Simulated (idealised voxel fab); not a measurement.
process module | voxel capacitor over wiring
cross-section cut | 165 nm wide | cells 5 nm
A cross-section is a grid of square cells, given in bands from the top down. A band is one or more rows of cells.
Each band's line starts with the height of the band's top and of its bottom, in nm. Then come its materials from left to right, each with its width in nm. One material with "throughout" fills the band from edge to edge. "air" is empty space.
Height 0 is the level under which the wafer as received is all one material. The lowest band goes on downwards, as in "0 down".
A width such as "30 to 40" changes by the same amount from each row of cells to the next, from the band's top row to its bottom row.
"no change" after a step means that no cell of the cross-section changed.
closed voids: empty space of 8 cells or more with no open way to the top, each as width x height at its distance from the left edge, in nm
after a step's settings: what the simulator itself notes on the step
overlay nm, on a step with a mask: how far to the right of its planned place the mask lay; to the left if negative
plan
1 op RECEIVE | material Si
2 op CONFORMAL_DEP | material SiO2 | thk nm 10
3 op CONFORMAL_DEP | material SiN | thk nm 5
4 op DIRECTIONAL_DEP | material lowk | thk nm 20
5 op DIRECTIONAL_DEP | material aC | thk nm 15
6 op PATTERN | tone open | mask id METAL_1 | material resist | width nm 20 | pitch nm 90 | thk nm 35 | overlay nm 0
7 op DIRECTIONAL_ETCH | etch materials aC | depth nm 15
8 op STRIP | etch materials resist
9 op DIRECTIONAL_ETCH | etch materials lowk | depth nm 20
10 op DIRECTIONAL_ETCH | etch materials SiN | depth nm 5
11 op STRIP | etch materials aC
12 op CONFORMAL_DEP | material TiN | thk nm 5
13 op FILL_DEP | material Cu | thk nm 5
14 op CMP | height nm 35
15 op CONFORMAL_DEP | material SiCN | thk nm 5
16 op DIRECTIONAL_DEP | material lowk | thk nm 20
17 op PATTERN | tone open | mask id PLUG_1 | material resist | width nm 15 | thk nm 15 | overlay nm 0
18 op DIRECTIONAL_ETCH | etch materials lowk | depth nm 20
19 op DIRECTIONAL_ETCH | etch materials SiCN | depth nm 5
20 op STRIP | etch materials resist
21 op EPI | material Ru | thk nm 10
22 op EPI | material Ru | thk nm 10
23 op EPI | material Ru | thk nm 5
24 op DIRECTIONAL_DEP | material TiN | thk nm 5
25 op DIRECTIONAL_DEP | material HfO2 | thk nm 5
26 op DIRECTIONAL_DEP | material TiN | thk nm 5
27 op MASKED_ETCH | tone cover | mask id UPPER_PLATE | width nm 75 | etch materials TiN | depth nm 5 | overlay nm 0
28 op MASKED_ETCH | tone cover | mask id UPPER_PLATE | width nm 75 | etch materials HfO2 | depth nm 5 | overlay nm 0
29 op PATTERN | tone cover | mask id LOWER_PLATE | material resist | width nm 85 | thk nm 20 | overlay nm 0
30 op DIRECTIONAL_ETCH | etch materials TiN | depth nm 5
31 op STRIP | etch materials resist
32 op FILL_DEP | material SiO2 | thk nm 15
33 op CMP | height nm 85
34 op DIRECTIONAL_DEP | material aC | thk nm 10
35 op PATTERN | tone open | mask id PLUG_2 | material resist | width nm 15 | thk nm 30 | overlay nm 0
36 op DIRECTIONAL_ETCH | etch materials aC | depth nm 10
37 op STRIP | etch materials resist
38 op DIRECTIONAL_ETCH | etch materials SiO2 | depth nm 10
39 op STRIP | etch materials aC
40 op CONFORMAL_DEP | material TiN | thk nm 5
41 op FILL_DEP | material Cu | thk nm 10
42 op CMP | height nm 85
43 op CONFORMAL_DEP | material SiCN | thk nm 5
as received, after step 1
  0 down: Si throughout
  closed voids: none
a wafer at the end: this start, this plan, one mistake
  90 to 85: SiCN throughout
  85 to 80: SiO2 40 | TiN 5 | Cu 5 | TiN 5 | SiO2 110
  80 to 70: SiO2 40 to 30 | TiN 15 to 75 | SiO2 110 to 60
  70 to 65: SiO2 30 | HfO2 75 | SiO2 60
  65 to 60: SiO2 25 | TiN 85 | SiO2 55
  60 to 40: lowk 35 | Ru 15 | lowk 115
  40 to 35: SiCN 35 | Ru 15 | SiCN 115
  35 to 15: lowk 25 | TiN 5 | Cu 10 | TiN 5 | lowk 70 | TiN 5 | Cu 10 | TiN 5 | lowk 30
  15 to 10: SiN 25 | TiN 20 | SiN 70 | TiN 20 | SiN 30
  10 to 0: SiO2 throughout
  0 down: Si throughout
  closed voids: none
what went wrong: step 17 ran as: op PATTERN | tone open | mask id PLUG_1 | material resist | width nm 15 | thk nm 15 | overlay nm 5
